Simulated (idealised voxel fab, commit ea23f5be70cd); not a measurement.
Process module in this document: voxel ribs on slabs
The figure presents cross-section cut, which has a width of 255 nm and is divided into square cells with an edge length of 5 nm.
Cross-section = grid of square cells, listed top down in bands; band = one or more rows.
Heights first: top, then bottom, in nm. Then materials, left to right, each with a width in nm. "all across" on a single material: fills the band edge to edge. "air": empty space.
The reference from which all heights are counted is 0, the level beneath which the as-received wafer is entirely one material; the lowest band, having no lower bound, proceeds downward and is written after the example "z 0 and below".
When a width is written as two numbers, as in "30->40", the first number is the width in the top row of cells of the band and the second is the width in its bottom row, and the width changes by the same amount from each row to the next.
You'll sometimes find "nothing changed" written for a step, and that's the way of saying that nowhere in the cross-section did a cell change during that step.
So "Unvented internal voids" is basically the list of trapped voids: any empty space of 8 cells or more that can't reach the top through an opening. They're written width x height at distance, the distance being from the left edge, and it's all nm.
after a step's settings: what the simulator itself notes on the step
The optional step-line setting "overlay nm" applies to steps with a mask and quantifies how far to the right of its planned location the mask lay, a negative value indicating leftward placement.
**Intended process steps**
1,RECEIVE: material Si
2,DIRECTIONAL_DEP: material SiO2, thk nm 30
3,DIRECTIONAL_DEP: material polySi, thk nm 25
4,MASKED_ETCH: tone cover, mask id RIB, width nm 25, etch materials polySi, depth nm 15, overlay nm 0
5,MASKED_ETCH: tone cover, mask id SLAB, width nm 75, etch materials polySi, depth nm 10, overlay nm 0
6,FILL_DEP: material SiO2, thk nm 15
7,CMP: height nm 65
8,DIRECTIONAL_DEP: material TiN, thk nm 5
9,PATTERN: tone cover, mask id HEATER, material resist, width nm 35, thk nm 15, overlay nm 0
10,DIRECTIONAL_ETCH: etch materials TiN, depth nm 10
11,STRIP: etch materials resist
12,CONFORMAL_DEP: material SiO2, thk nm 5
The thk nm used in step 8 is not the same on every wafer, whereas the starting condition is; the value printed in the plan is the first wafer's.
**Cross-section of the first of several wafers on receipt, reflecting completion of step 1**
- z 0 and below = Si all across
- Unvented internal voids: none
**End of the module, past its last step, step 12: how the first of several wafers looks in cross-section**
- z 75 to 70 = air (105) / SiO2 (45) / air (105)
- z 70 to 65 = SiO2 (110) / TiN (35) / SiO2 (110)
- z 65 to 55 = SiO2 all across
- z 55 to 40 = SiO2 (115) / polySi (25) / SiO2 (115)
- z 40 to 30 = SiO2 (90) / polySi (75) / SiO2 (90)
- z 30 to 0 = SiO2 all across
- z 0 and below = Si all across
- Unvented internal voids: none
**Showing the last wafer in cross-section at the end of the module**
- z 95 to 90 = air (105) / SiO2 (45) / air (105)
- z 90 to 85 = air (105) / SiO2 (5) / TiN (35) / SiO2 (5) / air (105)
- z 85 to 80 = SiO2 (110) / TiN (35) / SiO2 (110)
- z 80 to 65 = TiN all across
- z 65 to 55 = SiO2 all across
- z 55 to 40 = SiO2 (115) / polySi (25) / SiO2 (115)
- z 40 to 30 = SiO2 (90) / polySi (75) / SiO2 (90)
- z 30 to 0 = SiO2 all across
- z 0 and below = Si all across
- Unvented internal voids: none
**Wafer rows, end of module: cells per material gained (+) or lost (-) since receipt; closed voids last**
thk nm 5 | +671 SiO2 | +7 TiN | +45 polySi | Unvented internal voids: none
thk nm 10 | +673 SiO2 | +14 TiN | +45 polySi | Unvented internal voids: none
thk nm 15 | +673 SiO2 | +65 TiN | +45 polySi | Unvented internal voids: none
thk nm 20 | +673 SiO2 | +116 TiN | +45 polySi | Unvented internal voids: none
thk nm 25 | +673 SiO2 | +167 TiN | +45 polySi | Unvented internal voids: none
